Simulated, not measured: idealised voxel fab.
process module | voxel transistor to metal
Square cell edge 5 nm, section width 185 nm, ID cut.
In this document a cross-section is written as a grid of square cells. It is given as a series of bands, listed from the top down, and a band is one or more rows of cells.
For a band, the entry starts with two heights in nm, that of the top and then that of the bottom, and carries on with the band's materials in order from left to right, each alongside its width in nm; the word "everywhere" beside a single material means it fills the band edge to edge, and "empty" means empty space.
The level at which height equals 0 is the one under which the wafer, as it arrives, is entirely one material. No lower edge exists for the bottom band, which continues downward and is notated as in "0 and below".
Graded width ("30 to 40"): value in top row of band = first number; value in bottom row = second number; row-to-row change constant.
It should be understood that the words "no modification", when stated for a given step, signify that the cross-section underwent no change in any of its cells during that step.
"Closed void catalog" lists enclosed empty spaces (at least 8 cells, no open path upward to the top), each as width x height at distance from the left edge, in nm.
The remark found on a step's line after its settings is issued by the simulator itself and pertains to that step.
overlay nm: where the mask lay relative to plan, measured to the right, on steps with a mask; negatives go left.

## Planned step list for the process
1. RECEIVE (material Si)
2. CONFORMAL_DEP (material SiO2; thk nm 5)
3. CONFORMAL_DEP (material SiN; thk nm 10)
4. MASKED_ETCH (tone cover; mask id ACTIVE; width nm 105; etch materials SiN; depth nm 10; overlay nm 0)
5. MASKED_ETCH (tone cover; mask id ACTIVE; width nm 105; etch materials SiO2; depth nm 5; overlay nm 0)
6. MASKED_ETCH (tone cover; mask id ACTIVE; width nm 105; etch materials Si; depth nm 20; overlay nm 0)
7. OXIDIZE (depth nm 5)
8. FILL_DEP (material SiO2; thk nm 5)
9. CMP (height nm 15)
10. SELECTIVE_ETCH (etch materials SiO2; depth nm 10)
11. STRIP (etch materials SiN)
12. SELECTIVE_ETCH (etch materials SiO2; depth nm 5)
13. OXIDIZE (depth nm 5)
14. DIRECTIONAL_DEP (material polySi; thk nm 25)
15. DIRECTIONAL_DEP (material SiCN; thk nm 15)
16. DIRECTIONAL_DEP (material aC; thk nm 10)
17. PATTERN (tone cover; mask id GATE; material resist; width nm 15; thk nm 30; overlay nm 0)
18. DIRECTIONAL_ETCH (etch materials aC; depth nm 10)
19. STRIP (etch materials resist)
20. DIRECTIONAL_ETCH (etch materials SiCN; depth nm 25)
21. DIRECTIONAL_ETCH (etch materials polySi; depth nm 35)
22. STRIP (etch materials aC)
23. CONFORMAL_DEP (material SiO2; thk nm 5)
24. DIRECTIONAL_ETCH (etch materials SiO2; depth nm 5)
25. CONFORMAL_DEP (material SiN; thk nm 5)
26. DIRECTIONAL_ETCH (etch materials SiN; depth nm 5)
27. DIRECTIONAL_ETCH (etch materials SiO2; depth nm 5)
28. DIRECTIONAL_ETCH (etch materials Si; depth nm 5)
29. EPI (material pSi; thk nm 10)
30. FILL_DEP (material SiO2; thk nm 10)
31. CMP (height nm 40)
32. DIRECTIONAL_DEP (material SiO2; thk nm 10)
33. PATTERN (tone open; mask id CONTACT; material resist; width nm 20; pitch nm 75; thk nm 15; overlay nm 0)
34. DIRECTIONAL_ETCH (etch materials SiO2; depth nm 50)
35. STRIP (etch materials resist)
36. CONFORMAL_DEP (material TiN; thk nm 5)
37. FILL_DEP (material W; thk nm 10)
38. CMP (height nm 50)
39. DIRECTIONAL_DEP (material TiN; thk nm 5)
40. DIRECTIONAL_DEP (material Ru; thk nm 25)
41. DIRECTIONAL_DEP (material aC; thk nm 10)
42. PATTERN (tone cover; mask id METAL_1; material resist; width nm 20; pitch nm 75; thk nm 30; overlay nm 0)
43. DIRECTIONAL_ETCH (etch materials aC; depth nm 10)
44. STRIP (etch materials resist)
45. DIRECTIONAL_ETCH (etch materials Ru; depth nm 25)
46. DIRECTIONAL_ETCH (etch materials TiN; depth nm 5)
47. STRIP (etch materials aC)
48. CONFORMAL_DEP (material SiN; thk nm 5)
49. FILL_DEP (material lowk; thk nm 5)
50. CMP (height nm 80)
51. CONFORMAL_DEP (material SiCN; thk nm 5)

## Cross-section: wafer on arrival = after step 1
* 0 and below  Si everywhere
* Closed void catalog: none

## Final cross-section, module run with one mistake (start and plan as above)
* 85 down to 80  SiCN everywhere
* 80 down to 55  lowk=40 | SiN=5 | Ru=20 | SiN=5 | lowk=45 | SiN=5 | Ru=20 | SiN=5 | lowk=40
* 55 down to 50  SiN=45 | TiN=20 | SiN=55 | TiN=20 | SiN=45
* 50 down to 40  SiO2=45 | TiN=5 | W=10 | TiN=5 | SiO2=55 | TiN=5 | W=10 | TiN=5 | SiO2=45
* 40 down to 25  SiO2=45 | TiN=5 | W=10 | TiN=5 | SiO2=10 | SiN=5 | SiO2=5 | SiCN=15 | SiO2=5 | SiN=5 | SiO2=10 | TiN=5 | W=10 | TiN=5 | SiO2=45
* 25 down to 5  SiO2=45 | TiN=5 | W=10 | TiN=5 | SiO2=10 | SiN=5 | SiO2=5 | polySi=15 | SiO2=5 | SiN=5 | SiO2=10 | TiN=5 | W=10 | TiN=5 | SiO2=45
* 5 down to 0  SiO2=45 | TiN=20 | SiO2=10 | SiN=5 | SiO2=5 | polySi=15 | SiO2=5 | SiN=5 | SiO2=10 | TiN=20 | SiO2=45
* 0 down to -5  SiO2=35 | pSi=40 | SiO2=35 | pSi=40 | SiO2=35
* -5 down to -25  SiO2=45 | Si=95 | SiO2=45
* -25 and below  Si everywhere
* Closed void catalog: none
what went wrong: swap of plan steps 28 and 29 during execution
